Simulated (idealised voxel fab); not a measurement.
The document below concerns the process module designated voxel transistor to metal.
Cross-section cut: width 195 nm, square cells of 5 nm.
Throughout this document, each cross-section is represented as a grid of square cells and is presented as a sequence of bands enumerated from the top downward, where a band comprises one or more rows of cells. A band entry consists of two parts. The first gives the height of the band's top and the height of its bottom, in nm. The rest lists the band's materials from left to right, each with its width in nm. A single material labelled with the word "all across" fills the band from edge to edge, and the word "empty" marks empty space. The reference from which all heights are counted is 0, the level beneath which the as-received wafer is entirely one material; the lowest band, having no lower bound, proceeds downward and is written after the example "0..down". A width such as "30 to 40" changes by the same amount from each row of cells to the next, from the band's top row to its bottom row. "nothing was modified", as given for a step, is the statement that not any cell of the cross-section underwent a change during that step. "Closed void register" enumerates empty spaces isolated from the top, with no open way to it, that contain at least 8 cells, giving each as width x height at distance from the left edge, all three in nm. It should be noted that, on the line of a given step, the content following the step's settings is a remark produced by the simulator itself with respect to that step. On any step carrying a mask, the "overlay nm" setting, if present on the step's line, tells how far right of its planned place the mask lay; negative values point to the left. Guide to the pairs. Each holds a before and an after cross-section around one process step; the after cross-section is cut off at the lowest band that changed. Look under the pair for the step between them and its settings. Pairs can come from different runs of this module on the same starting wafer, so a pair follows on from the one above it only where its entry headed "Pre-step section" says it does.
**Pre-step section**
> 25..10: SiO2 all across
> 10..0: SiO2 75 nm  SiN 10 nm  HfO2 5 nm  TiN 5 nm  W 5 nm  TiN 5 nm  HfO2 5 nm  SiN 10 nm  SiO2 75 nm
> 0..-5: SiO2 65 nm  SiGe 10 nm  SiN 10 nm  HfO2 5 nm  TiN 15 nm  HfO2 5 nm  SiN 10 nm  SiGe 10 nm  SiO2 65 nm
> -5..-10: SiO2 65 nm  SiGe 10 nm  SiO2 5 nm  HfO2 35 nm  SiO2 5 nm  SiGe 10 nm  SiO2 65 nm
> -10..-20: SiO2 40 nm  SiGe 35 nm  Si 45 nm  SiGe 35 nm  SiO2 40 nm
> -20..-40: SiO2 40 nm  Si 115 nm  SiO2 40 nm
> -40..down: Si all across
> Closed void register: none
**Post-Process View**
> 25..10: SiO2 60 nm  empty 20 nm  SiO2 55 nm  empty 20 nm  SiO2 40 nm
> 10..0: SiO2 60 nm  empty 15 nm  SiN 10 nm  HfO2 5 nm  TiN 5 nm  W 5 nm  TiN 5 nm  HfO2 5 nm  SiN 10 nm  SiO2 15 nm  empty 20 nm  SiO2 40 nm
> 0..-5: SiO2 60 nm  empty 5 nm  SiGe 10 nm  SiN 10 nm  HfO2 5 nm  TiN 15 nm  HfO2 5 nm  SiN 10 nm  SiGe 10 nm  SiO2 5 nm  empty 20 nm  SiO2 40 nm
> -5..-10: SiO2 60 nm  empty 5 nm  SiGe 10 nm  SiO2 5 nm  HfO2 35 nm  SiO2 5 nm  SiGe 10 nm  SiO2 5 nm  empty 20 nm  SiO2 40 nm
> No changes below -10.
> Closed void register: none
Going from the before section above to the after section, the step was MASKED_ETCH | tone open | mask id CONTACT | width nm 20 | pitch nm 75 | etch materials SiO2 | depth nm 35 | overlay nm 10
Pre-step section: see preceding pair, after cross-section.
**Post-Process View**
> 30..25: TiN 65 nm  empty 10 nm  TiN 65 nm  empty 10 nm  TiN 45 nm
> 25..15: SiO2 60 nm  TiN 5 nm  empty 10 nm  TiN 5 nm  SiO2 55 nm  TiN 5 nm  empty 10 nm  TiN 5 nm  SiO2 40 nm
> 15..10: SiO2 60 nm  TiN 5 nm  empty 5 nm  TiN 10 nm  SiO2 55 nm  TiN 5 nm  empty 10 nm  TiN 5 nm  SiO2 40 nm
> 10..5: SiO2 60 nm  TiN 5 nm  empty 5 nm  TiN 5 nm  SiN 10 nm  HfO2 5 nm  TiN 5 nm  W 5 nm  TiN 5 nm  HfO2 5 nm  SiN 10 nm  SiO2 15 nm  TiN 5 nm  empty 10 nm  TiN 5 nm  SiO2 40 nm
> 5..0: SiO2 60 nm  TiN 15 nm  SiN 10 nm  HfO2 5 nm  TiN 5 nm  W 5 nm  TiN 5 nm  HfO2 5 nm  SiN 10 nm  SiO2 15 nm  TiN 5 nm  empty 10 nm  TiN 5 nm  SiO2 40 nm
> 0..-5: SiO2 60 nm  TiN 5 nm  SiGe 10 nm  SiN 10 nm  HfO2 5 nm  TiN 15 nm  HfO2 5 nm  SiN 10 nm  SiGe 10 nm  SiO2 5 nm  TiN 5 nm  empty 10 nm  TiN 5 nm  SiO2 40 nm
> -5..-10: SiO2 60 nm  TiN 5 nm  SiGe 10 nm  SiO2 5 nm  HfO2 35 nm  SiO2 5 nm  SiGe 10 nm  SiO2 5 nm  TiN 20 nm  SiO2 40 nm
> No changes below -10.
> Closed void register: none
Going from the before section above to the after section, the step was CONFORMAL_DEP | material TiN | thk nm 5
Pre-step section: see preceding pair, after cross-section.
**Post-Process View**
> 40..30: W all across
> 30..25: TiN 65 nm  W 10 nm  TiN 65 nm  W 10 nm  TiN 45 nm
> 25..15: SiO2 60 nm  TiN 5 nm  W 10 nm  TiN 5 nm  SiO2 55 nm  TiN 5 nm  W 10 nm  TiN 5 nm  SiO2 40 nm
> 15..10: SiO2 60 nm  TiN 5 nm  W 5 nm  TiN 10 nm  SiO2 55 nm  TiN 5 nm  W 10 nm  TiN 5 nm  SiO2 40 nm
> 10..5: SiO2 60 nm  TiN 5 nm  W 5 nm  TiN 5 nm  SiN 10 nm  HfO2 5 nm  TiN 5 nm  W 5 nm  TiN 5 nm  HfO2 5 nm  SiN 10 nm  SiO2 15 nm  TiN 5 nm  W 10 nm  TiN 5 nm  SiO2 40 nm
> 5..0: SiO2 60 nm  TiN 15 nm  SiN 10 nm  HfO2 5 nm  TiN 5 nm  W 5 nm  TiN 5 nm  HfO2 5 nm  SiN 10 nm  SiO2 15 nm  TiN 5 nm  W 10 nm  TiN 5 nm  SiO2 40 nm
> 0..-5: SiO2 60 nm  TiN 5 nm  SiGe 10 nm  SiN 10 nm  HfO2 5 nm  TiN 15 nm  HfO2 5 nm  SiN 10 nm  SiGe 10 nm  SiO2 5 nm  TiN 5 nm  W 10 nm  TiN 5 nm  SiO2 40 nm
> No changes below -5.
> Closed void register: none
Going from the before section above to the after section, the step was FILL_DEP | material W | thk nm 10
Pre-step section: see preceding pair, after cross-section.
**Post-Process View**
> 25..15: SiO2 60 nm  TiN 5 nm  W 10 nm  TiN 5 nm  SiO2 55 nm  TiN 5 nm  W 10 nm  TiN 5 nm  SiO2 40 nm
> No changes below 15.
> Closed void register: none
Going from the before section above to the after section, the step was CMP | height nm 25
Pre-step section: see preceding pair, after cross-section.
**Post-Process View**
> 30..25: TiN all across
> No changes below 25.
> Closed void register: none
Going from the before section above to the after section, the step was DIRECTIONAL_DEP | material TiN | thk nm 5
Pre-step section: see preceding pair, after cross-section.
**Post-Process View**
> 50..30: W all across
> No changes below 30.
> Closed void register: none
Going from the before section above to the after section, the step was DIRECTIONAL_DEP | material W | thk nm 20
Pre-step section: see preceding pair, after cross-section.
**Post-Process View**
> 65..50: empty 50 nm  resist 20 nm  empty 55 nm  resist 20 nm  empty 50 nm
> No changes below 50.
> Closed void register: none
Going from the before section above to the after section, the step was PATTERN | tone cover | mask id METAL_1 | material resist | width nm 20 | pitch nm 75 | thk nm 15 | overlay nm 0
Pre-step section: see preceding pair, after cross-section.
**Post-Process View**
> 65..50: empty 50 nm  resist 20 nm  empty 55 nm  resist 20 nm  empty 50 nm
> 50..30: empty 50 nm  W 20 nm  empty 55 nm  W 20 nm  empty 50 nm
> No changes below 30.
> Closed void register: none
Going from the before section above to the after section, the step was DIRECTIONAL_ETCH | etch materials W | depth nm 20
Pre-step section: see preceding pair, after cross-section.
**Post-Process View**
> 65..50: empty 50 nm  resist 20 nm  empty 55 nm  resist 20 nm  empty 50 nm
> 50..30: empty 50 nm  W 20 nm  empty 55 nm  W 20 nm  empty 50 nm
> 30..25: empty 50 nm  TiN 20 nm  empty 55 nm  TiN 20 nm  empty 50 nm
> No changes below 25.
> Closed void register: none
Going from the before section above to the after section, the step was DIRECTIONAL_ETCH | etch materials TiN | depth nm 5
Pre-step section: see preceding pair, after cross-section.
**Post-Process View**
> 50..30: empty 50 nm  W 20 nm  empty 55 nm  W 20 nm  empty 50 nm
> No changes below 30.
> Closed void register: none
Going from the before section above to the after section, the step was STRIP | etch materials resist
Pre-step section: see preceding pair, after cross-section.
**Post-Process View**
> 55..50: empty 45 nm  SiN 30 nm  empty 45 nm  SiN 30 nm  empty 45 nm
> 50..30: empty 45 nm  SiN 5 nm  W 20 nm  SiN 5 nm  empty 45 nm  SiN 5 nm  W 20 nm  SiN 5 nm  empty 45 nm
> 30..25: SiN 50 nm  TiN 20 nm  SiN 55 nm  TiN 20 nm  SiN 50 nm
> No changes below 25.
> Closed void register: none
Going from the before section above to the after section, the step was CONFORMAL_DEP | material SiN | thk nm 5
Pre-step section: see preceding pair, after cross-section.
**Post-Process View**
> 60..55: lowk all across
> 55..50: lowk 45 nm  SiN 30 nm  lowk 45 nm  SiN 30 nm  lowk 45 nm
> 50..30: lowk 45 nm  SiN 5 nm  W 20 nm  SiN 5 nm  lowk 45 nm  SiN 5 nm  W 20 nm  SiN 5 nm  lowk 45 nm
> No changes below 30.
> Closed void register: none
Going from the before section above to the after section, the step was FILL_DEP | material lowk | thk nm 5
Pre-step section: see preceding pair, after cross-section.
**Post-Process View**
> 50..30: lowk 45 nm  SiN 5 nm  W 20 nm  SiN 5 nm  lowk 45 nm  SiN 5 nm  W 20 nm  SiN 5 nm  lowk 45 nm
> No changes below 30.
> Closed void register: none
Going from the before section above to the after section, the step was CMP | height nm 50
Pre-step section: see preceding pair, after cross-section.
**Post-Process View**
> 55..50: SiCN all across
> No changes below 50.
> Closed void register: none
Going from the before section above to the after section, the step was CONFORMAL_DEP | material SiCN | thk nm 5
**Pre-step section**
> 30..25: TiN 55 nm  empty 10 nm  TiN 65 nm  empty 10 nm  TiN 55 nm
> 25..10: SiO2 50 nm  TiN 5 nm  empty 10 nm  TiN 5 nm  SiO2 55 nm  TiN 5 nm  empty 10 nm  TiN 5 nm  SiO2 50 nm
> 10..0: SiO2 50 nm  TiN 5 nm  empty 10 to 5 nm  TiN 5 to 10 nm  SiO2 5 nm  SiN 10 nm  HfO2 5 nm  TiN 5 nm  W 5 nm  TiN 5 nm  HfO2 5 nm  SiN 10 nm  SiO2 5 nm  TiN 5 to 10 nm  empty 10 to 5 nm  TiN 5 nm  SiO2 50 nm
> 0..-5: SiO2 50 nm  TiN 5 nm  empty 5 nm  TiN 5 nm  SiGe 10 nm  SiN 10 nm  HfO2 5 nm  TiN 15 nm  HfO2 5 nm  SiN 10 nm  SiGe 10 nm  TiN 5 nm  empty 5 nm  TiN 5 nm  SiO2 50 nm
> -5..-10: SiO2 50 nm  TiN 15 nm  SiGe 10 nm  SiO2 5 nm  HfO2 35 nm  SiO2 5 nm  SiGe 10 nm  TiN 15 nm  SiO2 50 nm
> -10..-20: SiO2 40 nm  SiGe 35 nm  Si 45 nm  SiGe 35 nm  SiO2 40 nm
> -20..-40: SiO2 40 nm  Si 115 nm  SiO2 40 nm
> -40..down: Si all across
> Closed void register: none
**Post-Process View**
> 40..30: HfO2 all across
> 30..25: TiN 55 nm  HfO2 10 nm  TiN 65 nm  HfO2 10 nm  TiN 55 nm
> 25..10: SiO2 50 nm  TiN 5 nm  HfO2 10 nm  TiN 5 nm  SiO2 55 nm  TiN 5 nm  HfO2 10 nm  TiN 5 nm  SiO2 50 nm
> 10..0: SiO2 50 nm  TiN 5 nm  HfO2 10 to 5 nm  TiN 5 to 10 nm  SiO2 5 nm  SiN 10 nm  HfO2 5 nm  TiN 5 nm  W 5 nm  TiN 5 nm  HfO2 5 nm  SiN 10 nm  SiO2 5 nm  TiN 5 to 10 nm  HfO2 10 to 5 nm  TiN 5 nm  SiO2 50 nm
> 0..-5: SiO2 50 nm  TiN 5 nm  HfO2 5 nm  TiN 5 nm  SiGe 10 nm  SiN 10 nm  HfO2 5 nm  TiN 15 nm  HfO2 5 nm  SiN 10 nm  SiGe 10 nm  TiN 5 nm  HfO2 5 nm  TiN 5 nm  SiO2 50 nm
> No changes below -5.
> Closed void register: none
Going from the before section above to the after section, the step was FILL_DEP | material HfO2 | thk nm 10
Pre-step section: see preceding pair, after cross-section.
**Post-Process View**
> 25..10: SiO2 50 nm  TiN 5 nm  HfO2 10 nm  TiN 5 nm  SiO2 55 nm  TiN 5 nm  HfO2 10 nm  TiN 5 nm  SiO2 50 nm
> No changes below 10.
> Closed void register: none
Going from the before section above to the after section, the step was CMP | height nm 25
Pre-step section: see preceding pair, after cross-section.
**Post-Process View**
> 30..25: TiN all across
> No changes below 25.
> Closed void register: none
Going from the before section above to the after section, the step was DIRECTIONAL_DEP | material TiN | thk nm 5
Pre-step section: see preceding pair, after cross-section.
**Post-Process View**
> 50..30: W all across
> No changes below 30.
> Closed void register: none
Going from the before section above to the after section, the step was DIRECTIONAL_DEP | material W | thk nm 20
Pre-step section: see preceding pair, after cross-section.
**Post-Process View**
> 65..50: empty 50 nm  resist 20 nm  empty 55 nm  resist 20 nm  empty 50 nm
> No changes below 50.
> Closed void register: none
Going from the before section above to the after section, the step was PATTERN | tone cover | mask id METAL_1 | material resist | width nm 20 | pitch nm 75 | thk nm 15 | overlay nm 0
Pre-step section: see preceding pair, after cross-section.
**Post-Process View**
> 65..50: empty 50 nm  resist 20 nm  empty 55 nm  resist 20 nm  empty 50 nm
> 50..30: empty 50 nm  W 20 nm  empty 55 nm  W 20 nm  empty 50 nm
> No changes below 30.
> Closed void register: none
Going from the before section above to the after section, the step was DIRECTIONAL_ETCH | etch materials W | depth nm 20
Pre-step section: see preceding pair, after cross-section.
**Post-Process View**
> 65..50: empty 50 nm  resist 20 nm  empty 55 nm  resist 20 nm  empty 50 nm
> 50..30: empty 50 nm  W 20 nm  empty 55 nm  W 20 nm  empty 50 nm
> 30..25: empty 50 nm  TiN 20 nm  empty 55 nm  TiN 20 nm  empty 50 nm
> No changes below 25.
> Closed void register: none
Going from the before section above to the after section, the step was DIRECTIONAL_ETCH | etch materials TiN | depth nm 5
Pre-step section: see preceding pair, after cross-section.
**Post-Process View**
> 50..30: empty 50 nm  W 20 nm  empty 55 nm  W 20 nm  empty 50 nm
> No changes below 30.
> Closed void register: none
Going from the before section above to the after section, the step was STRIP | etch materials resist
Pre-step section: see preceding pair, after cross-section.
**Post-Process View**
> 55..50: empty 45 nm  SiN 30 nm  empty 45 nm  SiN 30 nm  empty 45 nm
> 50..30: empty 45 nm  SiN 5 nm  W 20 nm  SiN 5 nm  empty 45 nm  SiN 5 nm  W 20 nm  SiN 5 nm  empty 45 nm
> 30..25: SiN 50 nm  TiN 20 nm  SiN 55 nm  TiN 20 nm  SiN 50 nm
> No changes below 25.
> Closed void register: none
Going from the before section above to the after section, the step was CONFORMAL_DEP | material SiN | thk nm 5
Pre-step section: see preceding pair, after cross-section.
**Post-Process View**
> 60..55: lowk all across
> 55..50: lowk 45 nm  SiN 30 nm  lowk 45 nm  SiN 30 nm  lowk 45 nm
> 50..30: lowk 45 nm  SiN 5 nm  W 20 nm  SiN 5 nm  lowk 45 nm  SiN 5 nm  W 20 nm  SiN 5 nm  lowk 45 nm
> No changes below 30.
> Closed void register: none
Going from the before section above to the after section, the step was FILL_DEP | material lowk | thk nm 5
Pre-step section: see preceding pair, after cross-section.
**Post-Process View**
> 50..30: lowk 45 nm  SiN 5 nm  W 20 nm  SiN 5 nm  lowk 45 nm  SiN 5 nm  W 20 nm  SiN 5 nm  lowk 45 nm
> No changes below 30.
> Closed void register: none
Going from the before section above to the after section, the step was CMP | height nm 50
Pre-step section: see preceding pair, after cross-section.
**Post-Process View**
> 55..50: SiCN all across
> No changes below 50.
> Closed void register: none
Going from the before section above to the after section, the step was CONFORMAL_DEP | material SiCN | thk nm 5
**Pre-step section**
> 50..30: W all across
> 30..25: TiN all across
> 25..10: SiO2 50 nm  TiN 5 nm  W 10 nm  TiN 5 nm  SiO2 55 nm  TiN 5 nm  W 10 nm  TiN 5 nm  SiO2 50 nm
> 10..0: SiO2 50 nm  TiN 5 nm  W 10 to 5 nm  TiN 5 to 10 nm  SiO2 5 nm  SiN 10 nm  HfO2 5 nm  TiN 5 nm  W 5 nm  TiN 5 nm  HfO2 5 nm  SiN 10 nm  SiO2 5 nm  TiN 5 to 10 nm  W 10 to 5 nm  TiN 5 nm  SiO2 50 nm
> 0..-5: SiO2 50 nm  TiN 5 nm  W 5 nm  TiN 5 nm  SiGe 10 nm  SiN 10 nm  HfO2 5 nm  TiN 15 nm  HfO2 5 nm  SiN 10 nm  SiGe 10 nm  TiN 5 nm  W 5 nm  TiN 5 nm  SiO2 50 nm
> -5..-10: SiO2 50 nm  TiN 15 nm  SiGe 10 nm  SiO2 5 nm  HfO2 35 nm  SiO2 5 nm  SiGe 10 nm  TiN 15 nm  SiO2 50 nm
> -10..-20: SiO2 40 nm  SiGe 35 nm  Si 45 nm  SiGe 35 nm  SiO2 40 nm
> -20..-40: SiO2 40 nm  Si 115 nm  SiO2 40 nm
> -40..down: Si all across
> Closed void register: none
**Post-Process View**
> 65..50: resist 50 nm  empty 20 nm  resist 55 nm  empty 20 nm  resist 50 nm
> No changes below 50.
> Closed void register: none
Going from the before section above to the after section, the step was PATTERN | tone open | mask id METAL_1 | material resist | width nm 20 | pitch nm 75 | thk nm 15 | overlay nm 0
Pre-step section: see preceding pair, after cross-section.
**Post-Process View**
> 65..50: resist 50 nm  empty 20 nm  resist 55 nm  empty 20 nm  resist 50 nm
> 50..30: W 50 nm  empty 20 nm  W 55 nm  empty 20 nm  W 50 nm
> No changes below 30.
> Closed void register: none
Going from the before section above to the after section, the step was DIRECTIONAL_ETCH | etch materials W | depth nm 20
Pre-step section: see preceding pair, after cross-section.
**Post-Process View**
> 65..50: resist 50 nm  empty 20 nm  resist 55 nm  empty 20 nm  resist 50 nm
> 50..30: W 50 nm  empty 20 nm  W 55 nm  empty 20 nm  W 50 nm
> 30..25: TiN 50 nm  empty 20 nm  TiN 55 nm  empty 20 nm  TiN 50 nm
> No changes below 25.
> Closed void register: none
Going from the before section above to the after section, the step was DIRECTIONAL_ETCH | etch materials TiN | depth nm 5
Pre-step section: see preceding pair, after cross-section.
**Post-Process View**
> 50..30: W 50 nm  empty 20 nm  W 55 nm  empty 20 nm  W 50 nm
> No changes below 30.
> Closed void register: none
Going from the before section above to the after section, the step was STRIP | etch materials resist
Pre-step section: see preceding pair, after cross-section.
**Post-Process View**
> 55..50: SiN 55 nm  empty 10 nm  SiN 65 nm  empty 10 nm  SiN 55 nm
> 50..30: W 50 nm  SiN 5 nm  empty 10 nm  SiN 5 nm  W 55 nm  SiN 5 nm  empty 10 nm  SiN 5 nm  W 50 nm
> 30..25: TiN 50 nm  SiN 20 nm  TiN 55 nm  SiN 20 nm  TiN 50 nm
> No changes below 25.
> Closed void register: none
Going from the before section above to the after section, the step was CONFORMAL_DEP | material SiN | thk nm 5
Pre-step section: see preceding pair, after cross-section.
**Post-Process View**
> 60..55: lowk all across
> 55..50: SiN 55 nm  lowk 10 nm  SiN 65 nm  lowk 10 nm  SiN 55 nm
> 50..30: W 50 nm  SiN 5 nm  lowk 10 nm  SiN 5 nm  W 55 nm  SiN 5 nm  lowk 10 nm  SiN 5 nm  W 50 nm
> No changes below 30.
> Closed void register: none
Going from the before section above to the after section, the step was FILL_DEP | material lowk | thk nm 5
Pre-step section: see preceding pair, after cross-section.
**Post-Process View**
> 50..30: W 50 nm  SiN 5 nm  lowk 10 nm  SiN 5 nm  W 55 nm  SiN 5 nm  lowk 10 nm  SiN 5 nm  W 50 nm
> No changes below 30.
> Closed void register: none
Going from the before section above to the after section, the step was CMP | height nm 50
Pre-step section: see preceding pair, after cross-section.
**Post-Process View**
> 55..50: SiCN all across
> No changes below 50.
> Closed void register: none
Going from the before section above to the after section, the step was CONFORMAL_DEP | material SiCN | thk nm 5
